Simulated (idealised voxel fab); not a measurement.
Process module name: voxel self aligned contacts
In the cross-section labelled cut, the width is 160 nm and each square cell is 5 nm.
Each cross-section below is a grid of square cells, stated as bands in top-down order, with one or more rows of cells making up each band.
Top height, bottom height, nm. Materials left to right, width each, nm. Single material + "everywhere" = fills band edge to edge. "empty" = empty.
A quick word on heights: they are counted from 0, and under that level the wafer as it came to us is one material throughout. The lowest band is different from the rest in having no bottom; it simply continues downward, written as in "top 0, no bottom".
A two-number width, for instance "30->40", indicates that the width is equal to the first number in the top row of the band and to the second number in the bottom row, and that it changes by a constant amount per row of cells.
Step marked "no alteration"? Then no cell in the cross-section changed in it.
"Closed void roster" means: voids of 8 cells or more that are shut off from the top with no open way through. Written width x height at distance, distance from the left edge, in nm.
Heads up: the bit after the settings on a step's line is the simulator's remark on that step.
overlay nm: for a step with a mask, the amount by which the mask lay right of where it was planned; a negative amount means left of it.

# Process steps (planned)
1. op RECEIVE | material Si
2. op CONFORMAL_DEP | material SiO2 | thk nm 5
3. op DIRECTIONAL_DEP | material polySi | thk nm 20
4. op DIRECTIONAL_DEP | material SiN | thk nm 25
5. op MASKED_ETCH | tone cover | mask id GATE | width nm 25 | pitch nm 60 | etch materials SiN | depth nm 25 | overlay nm 0
6. op MASKED_ETCH | tone cover | mask id GATE | width nm 25 | pitch nm 60 | etch materials polySi | depth nm 20 | overlay nm 0
7. op CONFORMAL_DEP | material SiN | thk nm 10
8. op DIRECTIONAL_ETCH | etch materials SiN | depth nm 10
9. op FILL_DEP | material SiO2 | thk nm 20
10. op CMP | height nm 60
11. op MASKED_ETCH | tone open | mask id CONTACT | width nm 45 | etch materials SiO2 | depth nm 60 | overlay nm 0
12. op CONFORMAL_DEP | material TiN | thk nm 5
13. op FILL_DEP | material Ru | thk nm 10
14. op CMP | height nm 60
15. op CONFORMAL_DEP | material SiCN | thk nm 5

# Incoming wafer, cross-sectional view, post step 1
	top 0, no bottom: Si everywhere
	Closed void roster: none

# Cross-sectional image of the first of two wafers at the end of the module, the run having proceeded as planned
	top 65, bottom 60: SiCN everywhere
	top 60, bottom 50: 55 of SiO2; 5->20 of TiN; 35->5 of Ru; 5->20 of TiN; 60 of SiO2
	top 50, bottom 25: 25 of SiO2; 45 of SiN; 5 of TiN; 5 of Ru; 5 of TiN; 45 of SiN; 30 of SiO2
	top 25, bottom 5: 25 of SiO2; 10 of SiN; 25 of polySi; 10 of SiN; 5 of TiN; 5 of Ru; 5 of TiN; 10 of SiN; 25 of polySi; 10 of SiN; 30 of SiO2
	top 5, bottom 0: 70 of SiO2; 15 of TiN; 75 of SiO2
	top 0, no bottom: Si everywhere
	Closed void roster: none

# Same start, same plan as the first wafer - but one mistake in the run. Cross-section of the second of the two at the end of the module
	top 65, bottom 60: SiCN everywhere
	top 60, bottom 55: 55 of SiO2; 5 of TiN; 35 of Ru; 5 of TiN; 60 of SiO2
	top 55, bottom 50: 55 of SiO2; 45 of TiN; 60 of SiO2
	top 50, bottom 25: SiCN everywhere
	top 25, bottom 5: polySi everywhere
	top 5, bottom 0: SiO2 everywhere
	top 0, no bottom: Si everywhere
	Closed void roster: none
Nonconformance to the process plan: not per plan at step 4, really ran op DIRECTIONAL_DEP | material SiCN | thk nm 25
Count the cells at the end and the second wafer has more or fewer of some materials than the first: Ru: 10 fewer, SiCN: 160 more, SiN: 122 fewer, SiO2: 96 fewer, TiN: 20 fewer, polySi: 88 more
